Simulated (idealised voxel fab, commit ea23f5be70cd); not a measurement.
voxel tone inversion: a process module
Square cell edge 5 nm, section width 155 nm, ID cut.
A cross-section is a grid of square cells, given in bands from the top down. A band is one or more rows of cells. Per band: top height and bottom height in nm, followed by the left-to-right materials and their widths in nm; "full width" marks a single material spanning edge to edge, "empty" marks empty space. Heights from 0 (as-received wafer is one material below). Bottom band endless downward, as "0 down". It should be noted that a width expressed as "30 to 40" varies in equal increments from row to row of cells within the band, taking the value of the first number at the top row and that of the second number at the bottom row. It should be understood that the words "everything unchanged", when stated for a given step, signify that the cross-section underwent no change in any of its cells during that step. You'll see "Unvented cavities" listing empty spaces that have no way open to the top, as long as they're 8 cells or more; the notation is width x height at distance, where the distance is from the left edge, and all of it is in nm. What comes after the settings on a step's line is commentary from the simulator itself on that step. Among the settings permitted on a step's line is "overlay nm"; applied to a step with a mask, it specifies the extent to which the mask lay to the right of its planned position, whereas a negative figure signifies a position to the left.
### Below is the list of planned process steps
step 1: RECEIVE,material Si
step 2: CONFORMAL_DEP,material SiN,thk nm 5
step 3: DIRECTIONAL_DEP,material polySi,thk nm 25
step 4: PATTERN,tone cover,mask id POSTS,material resist,width nm 25,pitch nm 50,thk nm 35,overlay nm 0
step 5: DIRECTIONAL_ETCH,etch materials polySi,depth nm 25
step 6: STRIP,etch materials resist
step 7: FILL_DEP,material lowk,thk nm 5
step 8: CMP,height nm 30
step 9: STRIP,etch materials polySi
step 10: CONFORMAL_DEP,material TiN,thk nm 5
step 11: FILL_DEP,material Ru,thk nm 10
step 12: CMP,height nm 30
step 13: CONFORMAL_DEP,material SiN,thk nm 5
### Shown in cross-section is the wafer as received, that is, as it stands after step 1
    0 down | Si full width
    Unvented cavities: none
### Look at the cross-section after the module: the wafer started out the way shown above and the plan was the one shown above, yet one mistake was made along the way
    35 to 30 | SiN full width
    30 to 5 | TiN full width
    5 to 0 | SiN full width
    0 down | Si full width
    Unvented cavities: none
what went wrong: it should be noted that step 3 was executed with settings other than those planned, the operation and settings actually applied being DIRECTIONAL_DEP,material TiN,thk nm 25
